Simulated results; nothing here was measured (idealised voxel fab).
process module | voxel gate over fins
cross-section cut | 280 nm wide | cells 5 nm
A cross-section is a grid of square cells, given in bands from the top down. A band is one or more rows of cells.
Each band's line starts with the height of the band's top and of its bottom, in nm. Then come its materials from left to right, each with its width in nm. One material with "throughout" fills the band from edge to edge. "air" is empty space.
Height 0 is the level under which the wafer as received is all one material. The lowest band goes on downwards, as in "0 down".
A width such as "30 to 40" changes by the same amount from each row of cells to the next, from the band's top row to its bottom row.
"no change" after a step means that no cell of the cross-section changed.
closed voids: empty space of 8 cells or more with no open way to the top, each as width x height at its distance from the left edge, in nm
after a step's settings: what the simulator itself notes on the step
overlay nm, on a step with a mask: how far to the right of its planned place the mask lay; to the left if negative
plan
1 op RECEIVE | material Si
2 op CONFORMAL_DEP | material SiN | thk nm 10
3 op MASKED_ETCH | tone cover | mask id FINS | width nm 15 | pitch nm 55 | etch materials SiN | depth nm 10 | overlay nm 0
4 op MASKED_ETCH | tone cover | mask id FINS | width nm 15 | pitch nm 55 | etch materials Si | depth nm 40 | overlay nm 0
5 op FILL_DEP | material SiO2 | thk nm 15
6 op CMP | height nm 10
7 op DIRECTIONAL_DEP | material aC | thk nm 10
8 op PATTERN | tone open | mask id RAIL | material resist | width nm 15 | thk nm 25 | overlay nm 0
9 op DIRECTIONAL_ETCH | etch materials aC | depth nm 10
10 op STRIP | etch materials resist
11 op DIRECTIONAL_ETCH | etch materials SiO2 | depth nm 45
12 op STRIP | etch materials aC
13 op CONFORMAL_DEP | material TiN | thk nm 5
14 op FILL_DEP | material Ru | thk nm 5
15 op CMP | height nm 10
16 op SELECTIVE_ETCH | etch materials W Ru TiN | depth nm 30
17 op FILL_DEP | material SiO2 | thk nm 5
18 op CMP | height nm 10
19 op SELECTIVE_ETCH | etch materials SiO2 | depth nm 25
20 op STRIP | etch materials SiN
21 op CONFORMAL_DEP | material HfO2 | thk nm 5
22 op CONFORMAL_DEP | material TiN | thk nm 5
23 op CONFORMAL_DEP | material TiAl | thk nm 5
24 op CONFORMAL_DEP | material TiN | thk nm 5
25 op FILL_DEP | material W | thk nm 15
26 op CMP | height nm 30
27 op CONFORMAL_DEP | material SiN | thk nm 10
first wafer, as planned
as received, after step 1
  0 down: Si throughout
  closed voids: none
after step 2
  10 to 0: SiN throughout
  below 0: unchanged
after step 3
  10 to 0: air 50 | SiN 15 | air 40 | SiN 15 | air 40 | SiN 15 | air 40 | SiN 15 | air 50
  below 0: unchanged
after step 4
  10 to 0: air 50 | SiN 15 | air 40 | SiN 15 | air 40 | SiN 15 | air 40 | SiN 15 | air 50
  0 to -40: air 50 | Si 15 | air 40 | Si 15 | air 40 | Si 15 | air 40 | Si 15 | air 50
  below -40: unchanged
after step 5
  25 to 10: SiO2 throughout
  10 to 0: SiO2 50 | SiN 15 | SiO2 40 | SiN 15 | SiO2 40 | SiN 15 | SiO2 40 | SiN 15 | SiO2 50
  0 to -40: SiO2 50 | Si 15 | SiO2 40 | Si 15 | SiO2 40 | Si 15 | SiO2 40 | Si 15 | SiO2 50
  below -40: unchanged
after step 6
  10 to 0: SiO2 50 | SiN 15 | SiO2 40 | SiN 15 | SiO2 40 | SiN 15 | SiO2 40 | SiN 15 | SiO2 50
  below 0: unchanged
after step 7
  20 to 10: aC throughout
  below 10: unchanged
after step 8
  45 to 20: resist 75 | air 15 | resist 190
  below 20: unchanged
after step 9
  35 to 20: resist 75 | air 15 | resist 190
  20 to 10: aC 75 | air 15 | aC 190
  below 10: unchanged
after step 10
  20 to 10: aC 75 | air 15 | aC 190
  below 10: unchanged
after step 11
  20 to 10: aC 75 | air 15 | aC 190
  10 to 0: SiO2 50 | SiN 15 | SiO2 10 | air 15 | SiO2 15 | SiN 15 | SiO2 40 | SiN 15 | SiO2 40 | SiN 15 | SiO2 50
  0 to -35: SiO2 50 | Si 15 | SiO2 10 | air 15 | SiO2 15 | Si 15 | SiO2 40 | Si 15 | SiO2 40 | Si 15 | SiO2 50
  below -35: unchanged
after step 12
  10 to 0: SiO2 50 | SiN 15 | SiO2 10 | air 15 | SiO2 15 | SiN 15 | SiO2 40 | SiN 15 | SiO2 40 | SiN 15 | SiO2 50
  below 0: unchanged
after step 13
  15 to 10: TiN 80 | air 5 | TiN 195
  10 to 0: SiO2 50 | SiN 15 | SiO2 10 | TiN 5 | air 5 | TiN 5 | SiO2 15 | SiN 15 | SiO2 40 | SiN 15 | SiO2 40 | SiN 15 | SiO2 50
  0 to -30: SiO2 50 | Si 15 | SiO2 10 | TiN 5 | air 5 | TiN 5 | SiO2 15 | Si 15 | SiO2 40 | Si 15 | SiO2 40 | Si 15 | SiO2 50
  -30 to -35: SiO2 50 | Si 15 | SiO2 10 | TiN 15 | SiO2 15 | Si 15 | SiO2 40 | Si 15 | SiO2 40 | Si 15 | SiO2 50
  below -35: unchanged
after step 14
  20 to 15: Ru throughout
  15 to 10: TiN 80 | Ru 5 | TiN 195
  10 to 0: SiO2 50 | SiN 15 | SiO2 10 | TiN 5 | Ru 5 | TiN 5 | SiO2 15 | SiN 15 | SiO2 40 | SiN 15 | SiO2 40 | SiN 15 | SiO2 50
  0 to -30: SiO2 50 | Si 15 | SiO2 10 | TiN 5 | Ru 5 | TiN 5 | SiO2 15 | Si 15 | SiO2 40 | Si 15 | SiO2 40 | Si 15 | SiO2 50
  below -30: unchanged
after step 15
  10 to 0: SiO2 50 | SiN 15 | SiO2 10 | TiN 5 | Ru 5 | TiN 5 | SiO2 15 | SiN 15 | SiO2 40 | SiN 15 | SiO2 40 | SiN 15 | SiO2 50
  below 0: unchanged
after step 16
  10 to 0: SiO2 50 | SiN 15 | SiO2 10 | air 15 | SiO2 15 | SiN 15 | SiO2 40 | SiN 15 | SiO2 40 | SiN 15 | SiO2 50
  0 to -20: SiO2 50 | Si 15 | SiO2 10 | air 15 | SiO2 15 | Si 15 | SiO2 40 | Si 15 | SiO2 40 | Si 15 | SiO2 50
  below -20: unchanged
after step 17
  15 to 10: SiO2 throughout
  10 to 0: SiO2 50 | SiN 15 | SiO2 40 | SiN 15 | SiO2 40 | SiN 15 | SiO2 40 | SiN 15 | SiO2 50
  0 to -20: SiO2 50 | Si 15 | SiO2 40 | Si 15 | SiO2 40 | Si 15 | SiO2 40 | Si 15 | SiO2 50
  below -20: unchanged
after step 18
  10 to 0: SiO2 50 | SiN 15 | SiO2 40 | SiN 15 | SiO2 40 | SiN 15 | SiO2 40 | SiN 15 | SiO2 50
  below 0: unchanged
after step 19
  10 to 0: air 50 | SiN 15 | air 40 | SiN 15 | air 40 | SiN 15 | air 40 | SiN 15 | air 50
  0 to -15: air 50 | Si 15 | air 40 | Si 15 | air 40 | Si 15 | air 40 | Si 15 | air 50
  below -15: unchanged
after step 20
  0 to -15: air 50 | Si 15 | air 40 | Si 15 | air 40 | Si 15 | air 40 | Si 15 | air 50
  below -15: unchanged
after step 21
  5 to 0: air 45 | HfO2 25 | air 30 | HfO2 25 | air 30 | HfO2 25 | air 30 | HfO2 25 | air 45
  0 to -10: air 45 | HfO2 5 | Si 15 | HfO2 5 | air 30 | HfO2 5 | Si 15 | HfO2 5 | air 30 | HfO2 5 | Si 15 | HfO2 5 | air 30 | HfO2 5 | Si 15 | HfO2 5 | air 45
  -10 to -15: HfO2 50 | Si 15 | HfO2 40 | Si 15 | HfO2 40 | Si 15 | HfO2 40 | Si 15 | HfO2 50
  below -15: unchanged
after step 22
  10 to 5: air 40 | TiN 35 | air 20 | TiN 35 | air 20 | TiN 35 | air 20 | TiN 35 | air 40
  5 to 0: air 40 | TiN 5 | HfO2 25 | TiN 5 | air 20 | TiN 5 | HfO2 25 | TiN 5 | air 20 | TiN 5 | HfO2 25 | TiN 5 | air 20 | TiN 5 | HfO2 25 | TiN 5 | air 40
  0 to -5: air 40 | TiN 5 | HfO2 5 | Si 15 | HfO2 5 | TiN 5 | air 20 | TiN 5 | HfO2 5 | Si 15 | HfO2 5 | TiN 5 | air 20 | TiN 5 | HfO2 5 | Si 15 | HfO2 5 | TiN 5 | air 20 | TiN 5 | HfO2 5 | Si 15 | HfO2 5 | TiN 5 | air 40
  -5 to -10: TiN 45 | HfO2 5 | Si 15 | HfO2 5 | TiN 30 | HfO2 5 | Si 15 | HfO2 5 | TiN 30 | HfO2 5 | Si 15 | HfO2 5 | TiN 30 | HfO2 5 | Si 15 | HfO2 5 | TiN 45
  below -10: unchanged
after step 23
  15 to 10: air 35 | TiAl 45 | air 10 | TiAl 45 | air 10 | TiAl 45 | air 10 | TiAl 45 | air 35
  10 to 5: air 35 | TiAl 5 | TiN 35 | TiAl 5 | air 10 | TiAl 5 | TiN 35 | TiAl 5 | air 10 | TiAl 5 | TiN 35 | TiAl 5 | air 10 | TiAl 5 | TiN 35 | TiAl 5 | air 35
  5 to 0: air 35 | TiAl 5 | TiN 5 | HfO2 25 | TiN 5 | TiAl 5 | air 10 | TiAl 5 | TiN 5 | HfO2 25 | TiN 5 | TiAl 5 | air 10 | TiAl 5 | TiN 5 | HfO2 25 | TiN 5 | TiAl 5 | air 10 | TiAl 5 | TiN 5 | HfO2 25 | TiN 5 | TiAl 5 | air 35
  0 to -5: TiAl 40 | TiN 5 | HfO2 5 | Si 15 | HfO2 5 | TiN 5 | TiAl 20 | TiN 5 | HfO2 5 | Si 15 | HfO2 5 | TiN 5 | TiAl 20 | TiN 5 | HfO2 5 | Si 15 | HfO2 5 | TiN 5 | TiAl 20 | TiN 5 | HfO2 5 | Si 15 | HfO2 5 | TiN 5 | TiAl 40
  below -5: unchanged
after step 24
  20 to 15: air 30 | TiN 220 | air 30
  15 to 10: air 30 | TiN 5 | TiAl 45 | TiN 10 | TiAl 45 | TiN 10 | TiAl 45 | TiN 10 | TiAl 45 | TiN 5 | air 30
  10 to 5: air 30 | TiN 5 | TiAl 5 | TiN 35 | TiAl 5 | TiN 10 | TiAl 5 | TiN 35 | TiAl 5 | TiN 10 | TiAl 5 | TiN 35 | TiAl 5 | TiN 10 | TiAl 5 | TiN 35 | TiAl 5 | TiN 5 | air 30
  5 to 0: TiN 35 | TiAl 5 | TiN 5 | HfO2 25 | TiN 5 | TiAl 5 | TiN 10 | TiAl 5 | TiN 5 | HfO2 25 | TiN 5 | TiAl 5 | TiN 10 | TiAl 5 | TiN 5 | HfO2 25 | TiN 5 | TiAl 5 | TiN 10 | TiAl 5 | TiN 5 | HfO2 25 | TiN 5 | TiAl 5 | TiN 35
  below 0: unchanged
after step 25
  35 to 20: W throughout
  20 to 15: W 30 | TiN 220 | W 30
  15 to 10: W 30 | TiN 5 | TiAl 45 | TiN 10 | TiAl 45 | TiN 10 | TiAl 45 | TiN 10 | TiAl 45 | TiN 5 | W 30
  10 to 5: W 30 | TiN 5 | TiAl 5 | TiN 35 | TiAl 5 | TiN 10 | TiAl 5 | TiN 35 | TiAl 5 | TiN 10 | TiAl 5 | TiN 35 | TiAl 5 | TiN 10 | TiAl 5 | TiN 35 | TiAl 5 | TiN 5 | W 30
  below 5: unchanged
after step 26
  30 to 20: W throughout
  below 20: unchanged
after step 27
  40 to 30: SiN throughout
  below 30: unchanged
second wafer: like start, like plan, one mistake. Through step 18 it matches the first wafer
when step 19 should have ended
  10 to 0: air 50 | SiN 15 | air 40 | SiN 15 | air 40 | SiN 15 | air 40 | SiN 15 | air 50
  0 to -20: air 50 | Si 15 | air 40 | Si 15 | air 40 | Si 15 | air 40 | Si 15 | air 50
  -20 to -30: air 50 | Si 15 | air 10 | TiN 5 | Ru 5 | TiN 5 | air 15 | Si 15 | air 40 | Si 15 | air 40 | Si 15 | air 50
  -30 to -35: air 50 | Si 15 | air 10 | TiN 15 | air 15 | Si 15 | air 40 | Si 15 | air 40 | Si 15 | air 50
  -35 to -40: air 50 | Si 15 | air 15 | SiO2 5 | air 20 | Si 15 | air 40 | Si 15 | air 40 | Si 15 | air 50
  below -40: unchanged
when step 20 should have ended
  0 to -20: air 50 | Si 15 | air 40 | Si 15 | air 40 | Si 15 | air 40 | Si 15 | air 50
  below -20: unchanged
when step 21 should have ended
  5 to 0: air 45 | HfO2 25 | air 30 | HfO2 25 | air 30 | HfO2 25 | air 30 | HfO2 25 | air 45
  0 to -15: air 45 | HfO2 5 | Si 15 | HfO2 5 | air 30 | HfO2 5 | Si 15 | HfO2 5 | air 30 | HfO2 5 | Si 15 | HfO2 5 | air 30 | HfO2 5 | Si 15 | HfO2 5 | air 45
  -15 to -20: air 45 | HfO2 5 | Si 15 | HfO2 30 | air 5 | HfO2 5 | Si 15 | HfO2 5 | air 30 | HfO2 5 | Si 15 | HfO2 5 | air 30 | HfO2 5 | Si 15 | HfO2 5 | air 45
  -20 to -30: air 45 | HfO2 5 | Si 15 | HfO2 10 | TiN 5 | Ru 5 | TiN 5 | HfO2 5 | air 5 | HfO2 5 | Si 15 | HfO2 5 | air 30 | HfO2 5 | Si 15 | HfO2 5 | air 30 | HfO2 5 | Si 15 | HfO2 5 | air 45
  -30 to -35: air 45 | HfO2 5 | Si 15 | HfO2 10 | TiN 15 | HfO2 5 | air 5 | HfO2 5 | Si 15 | HfO2 5 | air 30 | HfO2 5 | Si 15 | HfO2 5 | air 30 | HfO2 5 | Si 15 | HfO2 5 | air 45
  -35 to -40: HfO2 50 | Si 15 | HfO2 15 | SiO2 5 | HfO2 20 | Si 15 | HfO2 40 | Si 15 | HfO2 40 | Si 15 | HfO2 50
  below -40: unchanged
when step 22 should have ended
  10 to 5: air 40 | TiN 35 | air 20 | TiN 35 | air 20 | TiN 35 | air 20 | TiN 35 | air 40
  5 to 0: air 40 | TiN 5 | HfO2 25 | TiN 5 | air 20 | TiN 5 | HfO2 25 | TiN 5 | air 20 | TiN 5 | HfO2 25 | TiN 5 | air 20 | TiN 5 | HfO2 25 | TiN 5 | air 40
  0 to -10: air 40 | TiN 5 | HfO2 5 | Si 15 | HfO2 5 | TiN 5 | air 20 | TiN 5 | HfO2 5 | Si 15 | HfO2 5 | TiN 5 | air 20 | TiN 5 | HfO2 5 | Si 15 | HfO2 5 | TiN 5 | air 20 | TiN 5 | HfO2 5 | Si 15 | HfO2 5 | TiN 5 | air 40
  -10 to -20: air 40 | TiN 5 | HfO2 5 | Si 15 | HfO2 5 to 30 | TiN 30 to 5 | HfO2 5 | Si 15 | HfO2 5 | TiN 5 | air 20 | TiN 5 | HfO2 5 | Si 15 | HfO2 5 | TiN 5 | air 20 | TiN 5 | HfO2 5 | Si 15 | HfO2 5 | TiN 5 | air 40
  -20 to -30: air 40 | TiN 5 | HfO2 5 | Si 15 | HfO2 10 | TiN 5 | Ru 5 | TiN 5 | HfO2 5 | TiN 5 | HfO2 5 | Si 15 | HfO2 5 | TiN 5 | air 20 | TiN 5 | HfO2 5 | Si 15 | HfO2 5 | TiN 5 | air 20 | TiN 5 | HfO2 5 | Si 15 | HfO2 5 | TiN 5 | air 40
  -30 to -35: TiN 45 | HfO2 5 | Si 15 | HfO2 10 | TiN 15 | HfO2 5 | TiN 5 | HfO2 5 | Si 15 | HfO2 5 | TiN 30 | HfO2 5 | Si 15 | HfO2 5 | TiN 30 | HfO2 5 | Si 15 | HfO2 5 | TiN 45
  below -35: unchanged
when step 23 should have ended
  15 to 10: air 35 | TiAl 45 | air 10 | TiAl 45 | air 10 | TiAl 45 | air 10 | TiAl 45 | air 35
  10 to 5: air 35 | TiAl 5 | TiN 35 | TiAl 5 | air 10 | TiAl 5 | TiN 35 | TiAl 5 | air 10 | TiAl 5 | TiN 35 | TiAl 5 | air 10 | TiAl 5 | TiN 35 | TiAl 5 | air 35
  5 to 0: air 35 | TiAl 5 | TiN 5 | HfO2 25 | TiN 5 | TiAl 5 | air 10 | TiAl 5 | TiN 5 | HfO2 25 | TiN 5 | TiAl 5 | air 10 | TiAl 5 | TiN 5 | HfO2 25 | TiN 5 | TiAl 5 | air 10 | TiAl 5 | TiN 5 | HfO2 25 | TiN 5 | TiAl 5 | air 35
  0 to -5: air 35 | TiAl 5 | TiN 5 | HfO2 5 | Si 15 | HfO2 5 | TiN 5 | TiAl 5 | air 10 | TiAl 5 | TiN 5 | HfO2 5 | Si 15 | HfO2 5 | TiN 5 | TiAl 5 | air 10 | TiAl 5 | TiN 5 | HfO2 5 | Si 15 | HfO2 5 | TiN 5 | TiAl 5 | air 10 | TiAl 5 | TiN 5 | HfO2 5 | Si 15 | HfO2 5 | TiN 5 | TiAl 5 | air 35
  -5 to -10: air 35 | TiAl 5 | TiN 5 | HfO2 5 | Si 15 | HfO2 5 | TiN 5 | TiAl 20 | TiN 5 | HfO2 5 | Si 15 | HfO2 5 | TiN 5 | TiAl 5 | air 10 | TiAl 5 | TiN 5 | HfO2 5 | Si 15 | HfO2 5 | TiN 5 | TiAl 5 | air 10 | TiAl 5 | TiN 5 | HfO2 5 | Si 15 | HfO2 5 | TiN 5 | TiAl 5 | air 35
  -10 to -20: air 35 | TiAl 5 | TiN 5 | HfO2 5 | Si 15 | HfO2 5 to 30 | TiN 30 to 5 | HfO2 5 | Si 15 | HfO2 5 | TiN 5 | TiAl 5 | air 10 | TiAl 5 | TiN 5 | HfO2 5 | Si 15 | HfO2 5 | TiN 5 | TiAl 5 | air 10 | TiAl 5 | TiN 5 | HfO2 5 | Si 15 | HfO2 5 | TiN 5 | TiAl 5 | air 35
  -20 to -25: air 35 | TiAl 5 | TiN 5 | HfO2 5 | Si 15 | HfO2 10 | TiN 5 | Ru 5 | TiN 5 | HfO2 5 | TiN 5 | HfO2 5 | Si 15 | HfO2 5 | TiN 5 | TiAl 5 | air 10 | TiAl 5 | TiN 5 | HfO2 5 | Si 15 | HfO2 5 | TiN 5 | TiAl 5 | air 10 | TiAl 5 | TiN 5 | HfO2 5 | Si 15 | HfO2 5 | TiN 5 | TiAl 5 | air 35
  -25 to -30: TiAl 40 | TiN 5 | HfO2 5 | Si 15 | HfO2 10 | TiN 5 | Ru 5 | TiN 5 | HfO2 5 | TiN 5 | HfO2 5 | Si 15 | HfO2 5 | TiN 5 | TiAl 20 | TiN 5 | HfO2 5 | Si 15 | HfO2 5 | TiN 5 | TiAl 20 | TiN 5 | HfO2 5 | Si 15 | HfO2 5 | TiN 5 | TiAl 40
  below -30: unchanged
when step 24 should have ended
  20 to 15: air 30 | TiN 220 | air 30
  15 to 10: air 30 | TiN 5 | TiAl 45 | TiN 10 | TiAl 45 | TiN 10 | TiAl 45 | TiN 10 | TiAl 45 | TiN 5 | air 30
  10 to 5: air 30 | TiN 5 | TiAl 5 | TiN 35 | TiAl 5 | TiN 10 | TiAl 5 | TiN 35 | TiAl 5 | TiN 10 | TiAl 5 | TiN 35 | TiAl 5 | TiN 10 | TiAl 5 | TiN 35 | TiAl 5 | TiN 5 | air 30
  5 to 0: air 30 | TiN 5 | TiAl 5 | TiN 5 | HfO2 25 | TiN 5 | TiAl 5 | TiN 10 | TiAl 5 | TiN 5 | HfO2 25 | TiN 5 | TiAl 5 | TiN 10 | TiAl 5 | TiN 5 | HfO2 25 | TiN 5 | TiAl 5 | TiN 10 | TiAl 5 | TiN 5 | HfO2 25 | TiN 5 | TiAl 5 | TiN 5 | air 30
  0 to -5: air 30 | TiN 5 | TiAl 5 | TiN 5 | HfO2 5 | Si 15 | HfO2 5 | TiN 5 | TiAl 5 | TiN 10 | TiAl 5 | TiN 5 | HfO2 5 | Si 15 | HfO2 5 | TiN 5 | TiAl 5 | TiN 10 | TiAl 5 | TiN 5 | HfO2 5 | Si 15 | HfO2 5 | TiN 5 | TiAl 5 | TiN 10 | TiAl 5 | TiN 5 | HfO2 5 | Si 15 | HfO2 5 | TiN 5 | TiAl 5 | TiN 5 | air 30
  -5 to -10: air 30 | TiN 5 | TiAl 5 | TiN 5 | HfO2 5 | Si 15 | HfO2 5 | TiN 5 | TiAl 20 | TiN 5 | HfO2 5 | Si 15 | HfO2 5 | TiN 5 | TiAl 5 | TiN 10 | TiAl 5 | TiN 5 | HfO2 5 | Si 15 | HfO2 5 | TiN 5 | TiAl 5 | TiN 10 | TiAl 5 | TiN 5 | HfO2 5 | Si 15 | HfO2 5 | TiN 5 | TiAl 5 | TiN 5 | air 30
  -10 to -20: air 30 | TiN 5 | TiAl 5 | TiN 5 | HfO2 5 | Si 15 | HfO2 5 to 30 | TiN 30 to 5 | HfO2 5 | Si 15 | HfO2 5 | TiN 5 | TiAl 5 | TiN 10 | TiAl 5 | TiN 5 | HfO2 5 | Si 15 | HfO2 5 | TiN 5 | TiAl 5 | TiN 10 | TiAl 5 | TiN 5 | HfO2 5 | Si 15 | HfO2 5 | TiN 5 | TiAl 5 | TiN 5 | air 30
  -20 to -25: TiN 35 | TiAl 5 | TiN 5 | HfO2 5 | Si 15 | HfO2 10 | TiN 5 | Ru 5 | TiN 5 | HfO2 5 | TiN 5 | HfO2 5 | Si 15 | HfO2 5 | TiN 5 | TiAl 5 | TiN 10 | TiAl 5 | TiN 5 | HfO2 5 | Si 15 | HfO2 5 | TiN 5 | TiAl 5 | TiN 10 | TiAl 5 | TiN 5 | HfO2 5 | Si 15 | HfO2 5 | TiN 5 | TiAl 5 | TiN 35
  below -25: unchanged
when step 25 should have ended
  35 to 20: W throughout
  20 to 15: W 30 | TiN 220 | W 30
  15 to 10: W 30 | TiN 5 | TiAl 45 | TiN 10 | TiAl 45 | TiN 10 | TiAl 45 | TiN 10 | TiAl 45 | TiN 5 | W 30
  10 to 5: W 30 | TiN 5 | TiAl 5 | TiN 35 | TiAl 5 | TiN 10 | TiAl 5 | TiN 35 | TiAl 5 | TiN 10 | TiAl 5 | TiN 35 | TiAl 5 | TiN 10 | TiAl 5 | TiN 35 | TiAl 5 | TiN 5 | W 30
  5 to 0: W 30 | TiN 5 | TiAl 5 | TiN 5 | HfO2 25 | TiN 5 | TiAl 5 | TiN 10 | TiAl 5 | TiN 5 | HfO2 25 | TiN 5 | TiAl 5 | TiN 10 | TiAl 5 | TiN 5 | HfO2 25 | TiN 5 | TiAl 5 | TiN 10 | TiAl 5 | TiN 5 | HfO2 25 | TiN 5 | TiAl 5 | TiN 5 | W 30
  0 to -5: W 30 | TiN 5 | TiAl 5 | TiN 5 | HfO2 5 | Si 15 | HfO2 5 | TiN 5 | TiAl 5 | TiN 10 | TiAl 5 | TiN 5 | HfO2 5 | Si 15 | HfO2 5 | TiN 5 | TiAl 5 | TiN 10 | TiAl 5 | TiN 5 | HfO2 5 | Si 15 | HfO2 5 | TiN 5 | TiAl 5 | TiN 10 | TiAl 5 | TiN 5 | HfO2 5 | Si 15 | HfO2 5 | TiN 5 | TiAl 5 | TiN 5 | W 30
  -5 to -10: W 30 | TiN 5 | TiAl 5 | TiN 5 | HfO2 5 | Si 15 | HfO2 5 | TiN 5 | TiAl 20 | TiN 5 | HfO2 5 | Si 15 | HfO2 5 | TiN 5 | TiAl 5 | TiN 10 | TiAl 5 | TiN 5 | HfO2 5 | Si 15 | HfO2 5 | TiN 5 | TiAl 5 | TiN 10 | TiAl 5 | TiN 5 | HfO2 5 | Si 15 | HfO2 5 | TiN 5 | TiAl 5 | TiN 5 | W 30
  -10 to -20: W 30 | TiN 5 | TiAl 5 | TiN 5 | HfO2 5 | Si 15 | HfO2 5 to 30 | TiN 30 to 5 | HfO2 5 | Si 15 | HfO2 5 | TiN 5 | TiAl 5 | TiN 10 | TiAl 5 | TiN 5 | HfO2 5 | Si 15 | HfO2 5 | TiN 5 | TiAl 5 | TiN 10 | TiAl 5 | TiN 5 | HfO2 5 | Si 15 | HfO2 5 | TiN 5 | TiAl 5 | TiN 5 | W 30
  below -20: unchanged
when step 26 should have ended
  30 to 20: W throughout
  below 20: unchanged
when step 27 should have ended
  40 to 30: SiN throughout
  below 30: unchanged
what went wrong: step 19 was run twice
at the end the second wafer has, in cells: 50 more of HfO2 | 210 fewer of SiO2 | 32 more of TiAl | 68 more of TiN | 60 more of W
